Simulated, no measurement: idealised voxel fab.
A process module follows: voxel plated lines.
Each square cell in cross-section cut measures 5 nm, and the section as a whole is 265 nm wide.
Cross-section layout: square cells on a grid; listed as bands, top to bottom; a band spans one or more cell rows.
Each band's line starts with the height of the band's top and of its bottom, in nm. Then come its materials from left to right, each with its width in nm. One material with "everywhere" fills the band from edge to edge. "air" is empty space.
Beneath 0, the wafer as received is one material, and that level is where height counting begins. The lowest band goes on downward without a bottom; it is written like "0 down".
It should be noted that a width expressed as "30->40" varies in equal increments from row to row of cells within the band, taking the value of the first number at the top row and that of the second number at the bottom row.
The cross-section has no changed cell in any step marked "stayed the same".
This entry, "Sealed-off cavities", enumerates those empty regions of no fewer than 8 cells that possess no open connection to the top. Each region is reported in the form width x height at distance, the distance being taken from the left edge, with all three quantities expressed in nm.
On each step's line, the part that comes after the settings is the simulator's own comment on the step.
The "overlay nm" setting may appear on a step's line; for a step that uses a mask, it gives how far to the right of its planned position the mask lay, and a negative value indicates the left.

So here's the lineup of process steps we planned
1) RECEIVE with material Si
2) CONFORMAL_DEP with material SiO2, thk nm 5
3) DIRECTIONAL_DEP with material TiN, thk nm 5
4) PATTERN with tone open, mask id LINES, material resist, width nm 30, pitch nm 60, thk nm 30, overlay nm -15
5) EPI with material Ru, thk nm 10
6) EPI with material Ru, thk nm 10
7) STRIP with etch materials resist
8) DIRECTIONAL_ETCH with etch materials TiN, depth nm 5
9) CONFORMAL_DEP with material SiO2, thk nm 10
All wafers enter the flow in the same state. The overlay nm at step 4 differs from wafer to wafer, and the plan gives the value for the first wafer.

As received, i.e. after step 1: cross-section through the first of several wafers
    0 down | Si everywhere
    Sealed-off cavities: none

Cross-section after step 9, the final step of the module, for the first of several wafers
    40 to 30 | air 60, then SiO2 50, then air 10, then SiO2 50, then air 95
    30 to 15 | air 60, then SiO2 10, then Ru 30, then SiO2 10, then air 10, then SiO2 10, then Ru 30, then SiO2 10, then air 95
    15 to 10 | SiO2 70, then Ru 30, then SiO2 30, then Ru 30, then SiO2 105
    10 to 5 | SiO2 70, then TiN 30, then SiO2 30, then TiN 30, then SiO2 105
    5 to 0 | SiO2 everywhere
    0 down | Si everywhere
    Sealed-off cavities: none

At the end of the module, the last of several wafers in cross-section
    40 to 30 | air 90, then SiO2 50, then air 10, then SiO2 50, then air 65
    30 to 15 | air 90, then SiO2 10, then Ru 30, then SiO2 10, then air 10, then SiO2 10, then Ru 30, then SiO2 10, then air 65
    15 to 10 | SiO2 100, then Ru 30, then SiO2 30, then Ru 30, then SiO2 75
    10 to 5 | SiO2 100, then TiN 30, then SiO2 30, then TiN 30, then SiO2 75
    5 to 0 | SiO2 everywhere
    0 down | Si everywhere
    Sealed-off cavities: none

The following table contains a row per wafer, in which are reported, at the conclusion of the module, the cells of each material gained (+) or lost (-) since the wafer's receipt, with its closed voids given thereafter
overlay nm -15 | +48 Ru | +199 SiO2 | +12 TiN | Sealed-off cavities: none
overlay nm -10 | +48 Ru | +199 SiO2 | +12 TiN | Sealed-off cavities: none
overlay nm -5 | +48 Ru | +199 SiO2 | +12 TiN | Sealed-off cavities: none
overlay nm 0 | +48 Ru | +199 SiO2 | +12 TiN | Sealed-off cavities: none
overlay nm 5 | +48 Ru | +199 SiO2 | +12 TiN | Sealed-off cavities: none
overlay nm 10 | +48 Ru | +199 SiO2 | +12 TiN | Sealed-off cavities: none
overlay nm 15 | +48 Ru | +199 SiO2 | +12 TiN | Sealed-off cavities: none
